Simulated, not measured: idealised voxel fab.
Title: Process Module voxel transistor to metal
270 nm wide, 5 nm square cells: that's cross-section cut.
Format of a cross-section: grid, square cells. Given as bands. Order: top down. Band: one or more rows of cells.
A band entry consists of two parts. The first gives the height of the band's top and the height of its bottom, in nm. The rest lists the band's materials from left to right, each with its width in nm. A single material labelled with the word "full width" fills the band from edge to edge, and the word "blank" marks empty space.
Convention: height 0 is the level below which the wafer, as received, is all one material. The lowest band does not terminate at the bottom but continues downward, represented as "0 and below".
A width given as "30 to 40" starts at the first number in the band's top row and ends at the second number in its bottom row, shifting by an equal amount at every step from row to row.
"no modification" (step): cross-section cells unchanged, all of them.
The list in "Completely sealed voids" covers empty spaces of 8 cells or more that cannot reach the top through any open way, and it gives each as width x height at distance; the distance is from the left edge, and width, height and distance are in nm.
The remark found on a step's line after its settings is issued by the simulator itself and pertains to that step.
"overlay nm" on a masked step: distance the mask lay right of its planned place, negative for left.
# The following list gives the planned process steps
1 op RECEIVE | material Si
2 op CONFORMAL_DEP | material SiO2 | thk nm 5
3 op CONFORMAL_DEP | material SiN | thk nm 15
4 op DIRECTIONAL_DEP | material aC | thk nm 10
5 op PATTERN | tone cover | mask id ACTIVE | material resist | width nm 105 | pitch nm 135 | thk nm 25 | overlay nm 0
6 op DIRECTIONAL_ETCH | etch materials aC | depth nm 10
7 op STRIP | etch materials resist
8 op DIRECTIONAL_ETCH | etch materials SiN | depth nm 15
9 op DIRECTIONAL_ETCH | etch materials SiO2 | depth nm 5
10 op DIRECTIONAL_ETCH | etch materials Si | depth nm 20
11 op STRIP | etch materials aC
12 op FILL_DEP | material SiO2 | thk nm 5
13 op CMP | height nm 20
14 op SELECTIVE_ETCH | etch materials SiO2 | depth nm 10
15 op STRIP | etch materials SiN
16 op SELECTIVE_ETCH | etch materials SiO2 | depth nm 5
17 op OXIDIZE | depth nm 5
18 op DIRECTIONAL_DEP | material polySi | thk nm 30
19 op DIRECTIONAL_DEP | material SiCN | thk nm 10
20 op MASKED_ETCH | tone cover | mask id GATE | width nm 15 | pitch nm 135 | etch materials SiCN | depth nm 20 | overlay nm 0
21 op MASKED_ETCH | tone cover | mask id GATE | width nm 15 | pitch nm 135 | etch materials polySi | depth nm 40 | overlay nm 0
22 op CONFORMAL_DEP | material SiN | thk nm 10
23 op DIRECTIONAL_ETCH | etch materials SiN | depth nm 10
24 op DIRECTIONAL_ETCH | etch materials SiO2 | depth nm 5
25 op DIRECTIONAL_ETCH | etch materials Si | depth nm 10
26 op EPI | material nSi | thk nm 10
27 op FILL_DEP | material SiO2 | thk nm 10
28 op CMP | height nm 40
29 op DIRECTIONAL_DEP | material SiO2 | thk nm 10
30 op PATTERN | tone open | mask id CONTACT | material resist | width nm 30 | thk nm 15 | overlay nm 0
31 op DIRECTIONAL_ETCH | etch materials SiO2 | depth nm 55
32 op STRIP | etch materials resist
33 op CONFORMAL_DEP | material TiN | thk nm 5
34 op FILL_DEP | material W | thk nm 5
35 op CMP | height nm 50
36 op CONFORMAL_DEP | material SiCN | thk nm 5
37 op DIRECTIONAL_DEP | material lowk | thk nm 20
38 op PATTERN | tone open | mask id METAL_1 | material resist | width nm 15 | thk nm 20 | overlay nm 0
39 op DIRECTIONAL_ETCH | etch materials lowk | depth nm 20
40 op DIRECTIONAL_ETCH | etch materials SiCN | depth nm 5
41 op STRIP | etch materials resist
42 op CONFORMAL_DEP | material TiN | thk nm 5
43 op FILL_DEP | material Cu | thk nm 5
44 op CMP | height nm 75
45 op EPI | material Ru | thk nm 5
46 op FILL_DEP | material SiCN | thk nm 5
# Wafer at receipt (post step 1), cross-section
	0 and below: Si full width
	Completely sealed voids: none
# Below is the wafer in cross-section after the module was completed. It began from the starting point shown above and followed the plan shown above, except that one mistake was made while running it
	85 down to 80: SiCN full width
	80 down to 75: SiCN=20 | Ru=25 | SiCN=45 | Ru=25 | SiCN=40 | Ru=25 | SiCN=45 | Ru=25 | SiCN=20
	75 down to 55: lowk=25 | TiN=5 | Cu=5 | TiN=5 | lowk=55 | TiN=5 | Cu=5 | TiN=5 | lowk=50 | TiN=5 | Cu=5 | TiN=5 | lowk=55 | TiN=5 | Cu=5 | TiN=5 | lowk=25
	55 down to 50: SiCN=25 | TiN=15 | SiCN=55 | TiN=15 | SiCN=50 | TiN=15 | SiCN=55 | TiN=15 | SiCN=25
	50 down to 40: SiO2=25 | TiN=5 | W=20 to 15 | TiN=5 to 10 | SiO2=25 | TiN=5 to 10 | W=20 to 15 | TiN=5 | SiO2=50 | TiN=5 | W=20 to 15 | TiN=5 to 10 | SiO2=25 | TiN=5 to 10 | W=20 to 15 | TiN=5 | SiO2=25
	40 down to 30: SiO2=25 | TiN=5 | W=15 to 5 | TiN=5 to 15 | SiN=10 | SiCN=15 | SiN=10 | TiN=5 | W=15 | TiN=5 | SiO2=50 | TiN=5 | W=15 to 5 | TiN=5 to 15 | SiN=10 | SiCN=15 | SiN=10 | TiN=5 | W=15 | TiN=5 | SiO2=25
	30 down to 10: SiO2=25 | TiN=5 | W=5 | TiN=5 | SiN=10 | polySi=25 | SiN=10 | TiN=5 | W=15 | TiN=5 | SiO2=50 | TiN=5 | W=5 | TiN=5 | SiN=10 | polySi=25 | SiN=10 | TiN=5 | W=15 | TiN=5 | SiO2=25
	10 down to 5: SiO2=25 | TiN=15 | SiN=10 | polySi=25 | SiN=10 | TiN=25 | SiO2=50 | TiN=15 | SiN=10 | polySi=25 | SiN=10 | TiN=25 | SiO2=25
	5 down to 0: SiO2=10 | SiN=10 | nSi=20 | SiN=10 | polySi=25 | SiN=10 | nSi=10 | TiN=10 | nSi=10 | SiN=10 | SiO2=20 | SiN=10 | nSi=20 | SiN=10 | polySi=25 | SiN=10 | nSi=10 | TiN=10 | nSi=10 | SiN=10 | SiO2=10
	0 down to -5: SiO2=20 | nSi=20 | SiO2=45 | nSi=10 | TiN=10 | nSi=10 | SiO2=40 | nSi=20 | SiO2=45 | nSi=10 | TiN=10 | nSi=10 | SiO2=20
	-5 down to -15: SiO2=15 | Si=5 | nSi=20 | Si=45 | nSi=30 | Si=5 | SiO2=30 | Si=5 | nSi=20 | Si=45 | nSi=30 | Si=5 | SiO2=15
	-15 down to -20: SiO2=15 | Si=105 | SiO2=30 | Si=105 | SiO2=15
	-20 and below: Si full width
	Completely sealed voids: none
Nonconformance to the process plan: not per plan at step 21, really ran op MASKED_ETCH | tone cover | mask id GATE | width nm 15 | pitch nm 135 | etch materials polySi | depth nm 40 | overlay nm -10
